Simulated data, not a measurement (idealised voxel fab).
Process module under the name voxel self aligned vias
It is cross-section cut that appears here, measuring 265 nm in width, its square cells being 5 nm in size.
Heads up, the way a cross-section reads in here is a grid of square cells, handed over as bands from the top down, with every band being one or more rows of cells.
A band entry consists of two parts. The first gives the height of the band's top and the height of its bottom, in nm. The rest lists the band's materials from left to right, each with its width in nm. A single material labelled with the word "everywhere" fills the band from edge to edge, and the word "empty" marks empty space.
Heights are reckoned from 0. Under this level, the received wafer is all of one material. The bottommost band is open-ended downward, for example "0..down".
The width entry "30->40" should be interpreted row by row: the top row of cells in the band takes the first number, the bottom row takes the second number, and the change between adjacent rows is uniform throughout.
The designation "nothing altered", where it is given for a processing step, indicates that no cell of the cross-section was altered in the course of that step.
Under "Sealed cavities" you'll find the enclosed gaps, the ones with no way out to the top, that are 8 cells or bigger; each reads width x height at distance, with distance counted from the left edge, everything in nm.
after a step's settings: what the simulator itself notes on the step
A step's line can hold "overlay nm"; with a mask on that step, the setting says how far right of the planned place the mask lay, while a negative setting says it lay to the left.
Steps planned for the process:
1) RECEIVE,material Si
2) CONFORMAL_DEP,material SiO2,thk nm 15
3) CONFORMAL_DEP,material SiCN,thk nm 5
4) DIRECTIONAL_DEP,material lowk,thk nm 25
5) DIRECTIONAL_DEP,material aC,thk nm 15
6) PATTERN,tone open,mask id LINES,material resist,width nm 20,pitch nm 60,thk nm 35,overlay nm 0
7) DIRECTIONAL_ETCH,etch materials aC,depth nm 15
8) STRIP,etch materials resist
9) DIRECTIONAL_ETCH,etch materials lowk,depth nm 25
10) STRIP,etch materials aC
11) CONFORMAL_DEP,material TiN,thk nm 5
12) FILL_DEP,material W,thk nm 5
13) CMP,height nm 45
14) SELECTIVE_ETCH,etch materials W Ru TiN,depth nm 10
15) FILL_DEP,material SiN,thk nm 10
16) CMP,height nm 45
17) DIRECTIONAL_DEP,material lowk,thk nm 15
18) DIRECTIONAL_DEP,material aC,thk nm 15
19) PATTERN,tone open,mask id VIAS,material resist,width nm 30,pitch nm 60,thk nm 35,overlay nm 0
20) DIRECTIONAL_ETCH,etch materials aC,depth nm 15
21) STRIP,etch materials resist
22) DIRECTIONAL_ETCH,etch materials lowk,depth nm 15
23) DIRECTIONAL_ETCH,etch materials SiN,depth nm 10
24) STRIP,etch materials aC
25) CONFORMAL_DEP,material TiN,thk nm 5
26) FILL_DEP,material W,thk nm 10
27) CMP,height nm 60
28) CONFORMAL_DEP,material SiN,thk nm 5
First of two wafers, with the run carried out as planned:
Cross-section of the wafer at receipt, which is the condition after step 1:
> 0..down | Si everywhere
> Sealed cavities: none
Step 2 done - wafer cross-section:
> 15..0 | SiO2 everywhere
> Unchanged below 0.
Step 3 done - wafer cross-section:
> 20..15 | SiCN everywhere
> Unchanged below 15.
Step 4 done - wafer cross-section:
> 45..20 | lowk everywhere
> Unchanged below 20.
Step 5 done - wafer cross-section:
> 60..45 | aC everywhere
> Unchanged below 45.
Step 6 done - wafer cross-section:
> 95..60 | resist=60, empty=20, resist=40, empty=20, resist=40, empty=20, resist=65
> Unchanged below 60.
Step 7 done - wafer cross-section:
> 80..60 | resist=60, empty=20, resist=40, empty=20, resist=40, empty=20, resist=65
> 60..45 | aC=60, empty=20, aC=40, empty=20, aC=40, empty=20, aC=65
> Unchanged below 45.
Step 8 done - wafer cross-section:
> 60..45 | aC=60, empty=20, aC=40, empty=20, aC=40, empty=20, aC=65
> Unchanged below 45.
Step 9 done - wafer cross-section:
> 60..45 | aC=60, empty=20, aC=40, empty=20, aC=40, empty=20, aC=65
> 45..20 | lowk=60, empty=20, lowk=40, empty=20, lowk=40, empty=20, lowk=65
> Unchanged below 20.
Step 10 done - wafer cross-section:
> 45..20 | lowk=60, empty=20, lowk=40, empty=20, lowk=40, empty=20, lowk=65
> Unchanged below 20.
Step 11 done - wafer cross-section:
> 50..45 | TiN=65, empty=10, TiN=50, empty=10, TiN=50, empty=10, TiN=70
> 45..25 | lowk=60, TiN=5, empty=10, TiN=5, lowk=40, TiN=5, empty=10, TiN=5, lowk=40, TiN=5, empty=10, TiN=5, lowk=65
> 25..20 | lowk=60, TiN=20, lowk=40, TiN=20, lowk=40, TiN=20, lowk=65
> Unchanged below 20.
Step 12 done - wafer cross-section:
> 55..50 | W everywhere
> 50..45 | TiN=65, W=10, TiN=50, W=10, TiN=50, W=10, TiN=70
> 45..25 | lowk=60, TiN=5, W=10, TiN=5, lowk=40, TiN=5, W=10, TiN=5, lowk=40, TiN=5, W=10, TiN=5, lowk=65
> Unchanged below 25.
Step 13 done - wafer cross-section:
> 45..25 | lowk=60, TiN=5, W=10, TiN=5, lowk=40, TiN=5, W=10, TiN=5, lowk=40, TiN=5, W=10, TiN=5, lowk=65
> Unchanged below 25.
Step 14 done - wafer cross-section:
> 45..35 | lowk=60, empty=20, lowk=40, empty=20, lowk=40, empty=20, lowk=65
> Unchanged below 35.
Step 15 done - wafer cross-section:
> 55..45 | SiN everywhere
> 45..35 | lowk=60, SiN=20, lowk=40, SiN=20, lowk=40, SiN=20, lowk=65
> Unchanged below 35.
Step 16 done - wafer cross-section:
> 45..35 | lowk=60, SiN=20, lowk=40, SiN=20, lowk=40, SiN=20, lowk=65
> Unchanged below 35.
Step 17 done - wafer cross-section:
> 60..45 | lowk everywhere
> Unchanged below 45.
Step 18 done - wafer cross-section:
> 75..60 | aC everywhere
> Unchanged below 60.
Step 19 done - wafer cross-section:
> 110..75 | resist=55, empty=30, resist=30, empty=30, resist=30, empty=30, resist=60
> Unchanged below 75.
Step 20 done - wafer cross-section:
> 95..75 | resist=55, empty=30, resist=30, empty=30, resist=30, empty=30, resist=60
> 75..60 | aC=55, empty=30, aC=30, empty=30, aC=30, empty=30, aC=60
> Unchanged below 60.
Step 21 done - wafer cross-section:
> 75..60 | aC=55, empty=30, aC=30, empty=30, aC=30, empty=30, aC=60
> Unchanged below 60.
Step 22 done - wafer cross-section:
> 75..60 | aC=55, empty=30, aC=30, empty=30, aC=30, empty=30, aC=60
> 60..45 | lowk=55, empty=30, lowk=30, empty=30, lowk=30, empty=30, lowk=60
> Unchanged below 45.
Step 23 done - wafer cross-section:
> 75..60 | aC=55, empty=30, aC=30, empty=30, aC=30, empty=30, aC=60
> 60..45 | lowk=55, empty=30, lowk=30, empty=30, lowk=30, empty=30, lowk=60
> 45..35 | lowk=60, empty=20, lowk=40, empty=20, lowk=40, empty=20, lowk=65
> Unchanged below 35.
Step 24 done - wafer cross-section:
> 60..45 | lowk=55, empty=30, lowk=30, empty=30, lowk=30, empty=30, lowk=60
> Unchanged below 45.
Step 25 done - wafer cross-section:
> 65..60 | TiN=60, empty=20, TiN=40, empty=20, TiN=40, empty=20, TiN=65
> 60..50 | lowk=55, TiN=5, empty=20, TiN=5, lowk=30, TiN=5, empty=20, TiN=5, lowk=30, TiN=5, empty=20, TiN=5, lowk=60
> 50..40 | lowk=55->60, TiN=10->5, empty=10, TiN=10->5, lowk=30->40, TiN=10->5, empty=10, TiN=10->5, lowk=30->40, TiN=10->5, empty=10, TiN=10->5, lowk=60->65
> 40..35 | lowk=60, TiN=20, lowk=40, TiN=20, lowk=40, TiN=20, lowk=65
> Unchanged below 35.
Step 26 done - wafer cross-section:
> 75..65 | W everywhere
> 65..60 | TiN=60, W=20, TiN=40, W=20, TiN=40, W=20, TiN=65
> 60..50 | lowk=55, TiN=5, W=20, TiN=5, lowk=30, TiN=5, W=20, TiN=5, lowk=30, TiN=5, W=20, TiN=5, lowk=60
> 50..40 | lowk=55->60, TiN=10->5, W=10, TiN=10->5, lowk=30->40, TiN=10->5, W=10, TiN=10->5, lowk=30->40, TiN=10->5, W=10, TiN=10->5, lowk=60->65
> Unchanged below 40.
Step 27 done - wafer cross-section:
> 60..50 | lowk=55, TiN=5, W=20, TiN=5, lowk=30, TiN=5, W=20, TiN=5, lowk=30, TiN=5, W=20, TiN=5, lowk=60
> Unchanged below 50.
Step 28 done - wafer cross-section:
> 65..60 | SiN everywhere
> Unchanged below 60.
Now the other wafer: same start, same recipe, but we messed up one thing when running it. Up to and including step 5 it's the same as the first one:
Cross-section of the second wafer corresponding to the planned conclusion of step 6:
> 95..60 | resist=50, empty=20, resist=40, empty=20, resist=40, empty=20, resist=75
> Unchanged below 60.
Cross-section of the second wafer corresponding to the planned conclusion of step 7:
> 80..60 | resist=50, empty=20, resist=40, empty=20, resist=40, empty=20, resist=75
> 60..45 | aC=50, empty=20, aC=40, empty=20, aC=40, empty=20, aC=75
> Unchanged below 45.
Cross-section of the second wafer corresponding to the planned conclusion of step 8:
> 60..45 | aC=50, empty=20, aC=40, empty=20, aC=40, empty=20, aC=75
> Unchanged below 45.
Cross-section of the second wafer corresponding to the planned conclusion of step 9:
> 60..45 | aC=50, empty=20, aC=40, empty=20, aC=40, empty=20, aC=75
> 45..20 | lowk=50, empty=20, lowk=40, empty=20, lowk=40, empty=20, lowk=75
> Unchanged below 20.
Cross-section of the second wafer corresponding to the planned conclusion of step 10:
> 45..20 | lowk=50, empty=20, lowk=40, empty=20, lowk=40, empty=20, lowk=75
> Unchanged below 20.
Cross-section of the second wafer corresponding to the planned conclusion of step 11:
> 50..45 | TiN=55, empty=10, TiN=50, empty=10, TiN=50, empty=10, TiN=80
> 45..25 | lowk=50, TiN=5, empty=10, TiN=5, lowk=40, TiN=5, empty=10, TiN=5, lowk=40, TiN=5, empty=10, TiN=5, lowk=75
> 25..20 | lowk=50, TiN=20, lowk=40, TiN=20, lowk=40, TiN=20, lowk=75
> Unchanged below 20.
Cross-section of the second wafer corresponding to the planned conclusion of step 12:
> 55..50 | W everywhere
> 50..45 | TiN=55, W=10, TiN=50, W=10, TiN=50, W=10, TiN=80
> 45..25 | lowk=50, TiN=5, W=10, TiN=5, lowk=40, TiN=5, W=10, TiN=5, lowk=40, TiN=5, W=10, TiN=5, lowk=75
> Unchanged below 25.
Cross-section of the second wafer corresponding to the planned conclusion of step 13:
> 45..25 | lowk=50, TiN=5, W=10, TiN=5, lowk=40, TiN=5, W=10, TiN=5, lowk=40, TiN=5, W=10, TiN=5, lowk=75
> Unchanged below 25.
Cross-section of the second wafer corresponding to the planned conclusion of step 14:
> 45..35 | lowk=50, empty=20, lowk=40, empty=20, lowk=40, empty=20, lowk=75
> Unchanged below 35.
Cross-section of the second wafer corresponding to the planned conclusion of step 15:
> 55..45 | SiN everywhere
> 45..35 | lowk=50, SiN=20, lowk=40, SiN=20, lowk=40, SiN=20, lowk=75
> Unchanged below 35.
Cross-section of the second wafer corresponding to the planned conclusion of step 16:
> 45..35 | lowk=50, SiN=20, lowk=40, SiN=20, lowk=40, SiN=20, lowk=75
> Unchanged below 35.
Cross-section of the second wafer corresponding to the planned conclusion of step 17:
> 60..45 | lowk everywhere
> Unchanged below 45.
Cross-section of the second wafer corresponding to the planned conclusion of step 18:
> 75..60 | aC everywhere
> Unchanged below 60.
Cross-section of the second wafer corresponding to the planned conclusion of step 19:
> 110..75 | resist=55, empty=30, resist=30, empty=30, resist=30, empty=30, resist=60
> Unchanged below 75.
Cross-section of the second wafer corresponding to the planned conclusion of step 20:
> 95..75 | resist=55, empty=30, resist=30, empty=30, resist=30, empty=30, resist=60
> 75..60 | aC=55, empty=30, aC=30, empty=30, aC=30, empty=30, aC=60
> Unchanged below 60.
Cross-section of the second wafer corresponding to the planned conclusion of step 21:
> 75..60 | aC=55, empty=30, aC=30, empty=30, aC=30, empty=30, aC=60
> Unchanged below 60.
Cross-section of the second wafer corresponding to the planned conclusion of step 22:
> 75..60 | aC=55, empty=30, aC=30, empty=30, aC=30, empty=30, aC=60
> 60..45 | lowk=55, empty=30, lowk=30, empty=30, lowk=30, empty=30, lowk=60
> Unchanged below 45.
Cross-section of the second wafer corresponding to the planned conclusion of step 23:
> 75..60 | aC=55, empty=30, aC=30, empty=30, aC=30, empty=30, aC=60
> 60..45 | lowk=55, empty=30, lowk=30, empty=30, lowk=30, empty=30, lowk=60
> 45..35 | lowk=50, SiN=5, empty=15, lowk=40, SiN=5, empty=15, lowk=40, SiN=5, empty=15, lowk=75
> Unchanged below 35.
Cross-section of the second wafer corresponding to the planned conclusion of step 24:
> 60..45 | lowk=55, empty=30, lowk=30, empty=30, lowk=30, empty=30, lowk=60
> Unchanged below 45.
Cross-section of the second wafer corresponding to the planned conclusion of step 25:
> 65..60 | TiN=60, empty=20, TiN=40, empty=20, TiN=40, empty=20, TiN=65
> 60..50 | lowk=55, TiN=5, empty=20, TiN=5, lowk=30, TiN=5, empty=20, TiN=5, lowk=30, TiN=5, empty=20, TiN=5, lowk=60
> 50..45 | lowk=55, TiN=5, empty=5, TiN=20, lowk=30, TiN=5, empty=5, TiN=20, lowk=30, TiN=5, empty=5, TiN=20, lowk=60
> 45..40 | lowk=50, SiN=5, TiN=5, empty=5, TiN=5, lowk=40, SiN=5, TiN=5, empty=5, TiN=5, lowk=40, SiN=5, TiN=5, empty=5, TiN=5, lowk=75
> 40..35 | lowk=50, SiN=5, TiN=15, lowk=40, SiN=5, TiN=15, lowk=40, SiN=5, TiN=15, lowk=75
> Unchanged below 35.
Cross-section of the second wafer corresponding to the planned conclusion of step 26:
> 75..65 | W everywhere
> 65..60 | TiN=60, W=20, TiN=40, W=20, TiN=40, W=20, TiN=65
> 60..50 | lowk=55, TiN=5, W=20, TiN=5, lowk=30, TiN=5, W=20, TiN=5, lowk=30, TiN=5, W=20, TiN=5, lowk=60
> 50..45 | lowk=55, TiN=5, W=5, TiN=20, lowk=30, TiN=5, W=5, TiN=20, lowk=30, TiN=5, W=5, TiN=20, lowk=60
> 45..40 | lowk=50, SiN=5, TiN=5, W=5, TiN=5, lowk=40, SiN=5, TiN=5, W=5, TiN=5, lowk=40, SiN=5, TiN=5, W=5, TiN=5, lowk=75
> Unchanged below 40.
Cross-section of the second wafer corresponding to the planned conclusion of step 27:
> 60..50 | lowk=55, TiN=5, W=20, TiN=5, lowk=30, TiN=5, W=20, TiN=5, lowk=30, TiN=5, W=20, TiN=5, lowk=60
> Unchanged below 50.
Cross-section of the second wafer corresponding to the planned conclusion of step 28:
> 65..60 | SiN everywhere
> Unchanged below 60.
So what did we get wrong on this run? step 6 was processed under conditions differing from the plan, specifically as PATTERN,tone open,mask id LINES,material resist,width nm 20,pitch nm 60,thk nm 35,overlay nm -10
at the end the second wafer has, in cells: SiN +6 | W -6
